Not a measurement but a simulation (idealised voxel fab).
Process module heading - voxel transistor to metal
Each square cell in cross-section cut measures 5 nm, and the section as a whole is 210 nm wide.
Just so we're on the same page, the cross-sections are grids of square cells, and they're listed out in bands top to bottom, each band one or more rows deep.
For a band, the entry starts with two heights in nm, that of the top and then that of the bottom, and carries on with the band's materials in order from left to right, each alongside its width in nm; the word "everywhere" beside a single material means it fills the band edge to edge, and "blank" means empty space.
Height 0 is the level under which the wafer as received is all one material. The lowest band goes on downwards, as in "top 0, no bottom".
A width such as "30..40" changes by the same amount from each row of cells to the next, from the band's top row to its bottom row.
When a step is marked "no modification", none of the cells in the cross-section changed during that step.
Listed in "Encapsulated voids": every empty space of 8 or more cells without an open way to the top. Form: width x height at distance, the distance being from the left edge, all in nm.
Whatever follows a step's settings on its line is a remark the simulator itself makes about that step.
The line of a step may include "overlay nm". On a step with a mask, this value is how far to the right of its planned place the mask lay. A negative value means the mask lay to the left.
[The process steps that were planned are listed below]
step 1: RECEIVE | material Si
step 2: OXIDIZE | depth nm 5
step 3: CONFORMAL_DEP | material SiN | thk nm 15
step 4: DIRECTIONAL_DEP | material aC | thk nm 15
step 5: PATTERN | tone cover | mask id ACTIVE | material resist | width nm 125 | thk nm 30 | overlay nm 0
step 6: DIRECTIONAL_ETCH | etch materials aC | depth nm 15
step 7: STRIP | etch materials resist
step 8: DIRECTIONAL_ETCH | etch materials SiN | depth nm 15
step 9: DIRECTIONAL_ETCH | etch materials SiO2 | depth nm 5
step 10: DIRECTIONAL_ETCH | etch materials Si | depth nm 35
step 11: STRIP | etch materials aC
step 12: FILL_DEP | material SiO2 | thk nm 15
step 13: CMP | height nm 15
step 14: SELECTIVE_ETCH | etch materials SiO2 | depth nm 5
step 15: STRIP | etch materials SiN
step 16: SELECTIVE_ETCH | etch materials SiO2 | depth nm 5
step 17: OXIDIZE | depth nm 5
step 18: DIRECTIONAL_DEP | material polySi | thk nm 20
step 19: DIRECTIONAL_DEP | material SiCN | thk nm 15
step 20: PATTERN | tone cover | mask id GATE | material resist | width nm 35 | thk nm 15 | overlay nm 0
step 21: DIRECTIONAL_ETCH | etch materials SiCN | depth nm 25
step 22: DIRECTIONAL_ETCH | etch materials polySi | depth nm 30
step 23: STRIP | etch materials resist
step 24: CONFORMAL_DEP | material SiN | thk nm 10
step 25: DIRECTIONAL_ETCH | etch materials SiN | depth nm 10
step 26: DIRECTIONAL_ETCH | etch materials SiO2 | depth nm 5
step 27: DIRECTIONAL_ETCH | etch materials Si | depth nm 10
step 28: EPI | material SiGe | thk nm 10
step 29: FILL_DEP | material SiO2 | thk nm 10
step 30: CMP | height nm 15
step 31: STRIP | etch materials polySi
step 32: SELECTIVE_ETCH | etch materials SiO2 | depth nm 5
step 33: CONFORMAL_DEP | material HfO2 | thk nm 5
step 34: CONFORMAL_DEP | material TiN | thk nm 5
step 35: FILL_DEP | material W | thk nm 10
step 36: CMP | height nm 10
step 37: DIRECTIONAL_DEP | material SiO2 | thk nm 15
step 38: PATTERN | tone open | mask id CONTACT | material resist | width nm 15 | pitch nm 90 | thk nm 20 | overlay nm 0
step 39: DIRECTIONAL_ETCH | etch materials SiO2 | depth nm 35
step 40: STRIP | etch materials resist
step 41: CONFORMAL_DEP | material TiN | thk nm 5
step 42: FILL_DEP | material Ru | thk nm 10
step 43: CMP | height nm 25
step 44: DIRECTIONAL_DEP | material TiN | thk nm 5
step 45: DIRECTIONAL_DEP | material W | thk nm 15
step 46: PATTERN | tone cover | mask id METAL_1 | material resist | width nm 15 | pitch nm 90 | thk nm 15 | overlay nm 0
step 47: DIRECTIONAL_ETCH | etch materials W | depth nm 15
step 48: DIRECTIONAL_ETCH | etch materials TiN | depth nm 5
step 49: STRIP | etch materials resist
step 50: FILL_DEP | material lowk | thk nm 5
step 51: CMP | height nm 45
step 52: CONFORMAL_DEP | material SiCN | thk nm 5
step 53: DIRECTIONAL_DEP | material SiO2 | thk nm 30
step 54: DIRECTIONAL_DEP | material aC | thk nm 15
step 55: PATTERN | tone open | mask id METAL_2 | material resist | width nm 15 | pitch nm 90 | thk nm 30 | overlay nm 0
step 56: DIRECTIONAL_ETCH | etch materials aC | depth nm 15
step 57: STRIP | etch materials resist
step 58: DIRECTIONAL_ETCH | etch materials SiO2 | depth nm 15
step 59: STRIP | etch materials aC
step 60: PATTERN | tone open | mask id METAL_2_HOLES | material resist | width nm 15 | pitch nm 90 | thk nm 20 | overlay nm 0
step 61: DIRECTIONAL_ETCH | etch materials SiO2 | depth nm 15
step 62: DIRECTIONAL_ETCH | etch materials SiCN | depth nm 5
step 63: STRIP | etch materials resist
step 64: CONFORMAL_DEP | material TiN | thk nm 5
step 65: FILL_DEP | material Ru | thk nm 10
step 66: CMP | height nm 80
step 67: CONFORMAL_DEP | material SiN | thk nm 5
Be aware that, although all wafers share a common starting state, the width nm at step 46 differs among them, and the plan displays the first wafer's value.
[The first of several wafers in cross-section, exactly as it reached us after step 1]
	top 0, no bottom | Si everywhere
	Encapsulated voids: none
[End-of-module cross-section, first of several wafers, after last step 67]
	top 85, bottom 80 | SiN everywhere
	top 80, bottom 50 | 50 of SiO2, then 5 of TiN, then 5 of Ru, then 5 of TiN, then 75 of SiO2, then 5 of TiN, then 5 of Ru, then 5 of TiN, then 55 of SiO2
	top 50, bottom 45 | 50 of SiCN, then 15 of TiN, then 75 of SiCN, then 15 of TiN, then 55 of SiCN
	top 45, bottom 30 | 50 of lowk, then 15 of W, then 75 of lowk, then 15 of W, then 55 of lowk
	top 30, bottom 25 | 50 of lowk, then 15 of TiN, then 75 of lowk, then 15 of TiN, then 55 of lowk
	top 25, bottom 10 | 50 of SiO2, then 5 of TiN, then 5 of Ru, then 5 of TiN, then 75 of SiO2, then 5 of TiN, then 5 of Ru, then 5 of TiN, then 55 of SiO2
	top 10, bottom 5 | 50 of SiO2, then 5 of TiN, then 5 of Ru, then 5 of TiN, then 10 of SiO2, then 10 of SiN, then 5 of HfO2, then 5 of TiN, then 15 of W, then 5 of TiN, then 5 of HfO2, then 10 of SiN, then 10 of SiO2, then 5 of TiN, then 5 of Ru, then 5 of TiN, then 55 of SiO2
	top 5, bottom 0 | 35 of SiO2, then 10 of SiN, then 5 of SiO2, then 15 of TiN, then 10 of SiO2, then 10 of SiN, then 5 of HfO2, then 5 of TiN, then 15 of W, then 5 of TiN, then 5 of HfO2, then 10 of SiN, then 10 of SiO2, then 15 of TiN, then 5 of SiO2, then 10 of SiN, then 40 of SiO2
	top 0, bottom -5 | 35 of SiO2, then 10 of SiN, then 10 of SiGe, then 10 of TiN, then 10 of SiGe, then 10 of SiN, then 5 of HfO2, then 25 of TiN, then 5 of HfO2, then 10 of SiN, then 10 of SiGe, then 10 of TiN, then 10 of SiGe, then 10 of SiN, then 40 of SiO2
	top -5, bottom -10 | 45 of SiO2, then 10 of SiGe, then 10 of TiN, then 10 of SiGe, then 5 of SiO2, then 45 of HfO2, then 5 of SiO2, then 10 of SiGe, then 10 of TiN, then 10 of SiGe, then 50 of SiO2
	top -10, bottom -20 | 40 of SiO2, then 5 of Si, then 30 of SiGe, then 55 of Si, then 30 of SiGe, then 5 of Si, then 45 of SiO2
	top -20, bottom -40 | 40 of SiO2, then 125 of Si, then 45 of SiO2
	top -40, no bottom | Si everywhere
	Encapsulated voids: none
[Last-wafer cross-section at the end of the module]
	top 85, bottom 80 | SiN everywhere
	top 80, bottom 50 | 50 of SiO2, then 5 of TiN, then 5 of Ru, then 5 of TiN, then 75 of SiO2, then 5 of TiN, then 5 of Ru, then 5 of TiN, then 55 of SiO2
	top 50, bottom 45 | 50 of SiCN, then 15 of TiN, then 75 of SiCN, then 15 of TiN, then 55 of SiCN
	top 45, bottom 30 | 45 of lowk, then 30 of W, then 60 of lowk, then 30 of W, then 45 of lowk
	top 30, bottom 25 | 45 of lowk, then 30 of TiN, then 60 of lowk, then 30 of TiN, then 45 of lowk
	top 25, bottom 10 | 50 of SiO2, then 5 of TiN, then 5 of Ru, then 5 of TiN, then 75 of SiO2, then 5 of TiN, then 5 of Ru, then 5 of TiN, then 55 of SiO2
	top 10, bottom 5 | 50 of SiO2, then 5 of TiN, then 5 of Ru, then 5 of TiN, then 10 of SiO2, then 10 of SiN, then 5 of HfO2, then 5 of TiN, then 15 of W, then 5 of TiN, then 5 of HfO2, then 10 of SiN, then 10 of SiO2, then 5 of TiN, then 5 of Ru, then 5 of TiN, then 55 of SiO2
	top 5, bottom 0 | 35 of SiO2, then 10 of SiN, then 5 of SiO2, then 15 of TiN, then 10 of SiO2, then 10 of SiN, then 5 of HfO2, then 5 of TiN, then 15 of W, then 5 of TiN, then 5 of HfO2, then 10 of SiN, then 10 of SiO2, then 15 of TiN, then 5 of SiO2, then 10 of SiN, then 40 of SiO2
	top 0, bottom -5 | 35 of SiO2, then 10 of SiN, then 10 of SiGe, then 10 of TiN, then 10 of SiGe, then 10 of SiN, then 5 of HfO2, then 25 of TiN, then 5 of HfO2, then 10 of SiN, then 10 of SiGe, then 10 of TiN, then 10 of SiGe, then 10 of SiN, then 40 of SiO2
	top -5, bottom -10 | 45 of SiO2, then 10 of SiGe, then 10 of TiN, then 10 of SiGe, then 5 of SiO2, then 45 of HfO2, then 5 of SiO2, then 10 of SiGe, then 10 of TiN, then 10 of SiGe, then 50 of SiO2
	top -10, bottom -20 | 40 of SiO2, then 5 of Si, then 30 of SiGe, then 55 of Si, then 30 of SiGe, then 5 of Si, then 45 of SiO2
	top -20, bottom -40 | 40 of SiO2, then 125 of Si, then 45 of SiO2
	top -40, no bottom | Si everywhere
	Encapsulated voids: none
[Table: wafers, a row each; end-of-module cell change per material since receipt, gain (+), loss (-); then closed voids]
width nm 15; +15 HfO2; +20 Ru; -210 Si; +36 SiCN; +40 SiGe; +62 SiN; +508 SiO2; +75 TiN; +24 W; +144 lowk; Encapsulated voids: none
width nm 20; +15 HfO2; +20 Ru; -210 Si; +36 SiCN; +40 SiGe; +62 SiN; +508 SiO2; +77 TiN; +30 W; +136 lowk; Encapsulated voids: none
width nm 25; +15 HfO2; +20 Ru; -210 Si; +36 SiCN; +40 SiGe; +62 SiN; +508 SiO2; +79 TiN; +36 W; +128 lowk; Encapsulated voids: none
width nm 30; +15 HfO2; +20 Ru; -210 Si; +36 SiCN; +40 SiGe; +62 SiN; +508 SiO2; +81 TiN; +42 W; +120 lowk; Encapsulated voids: none
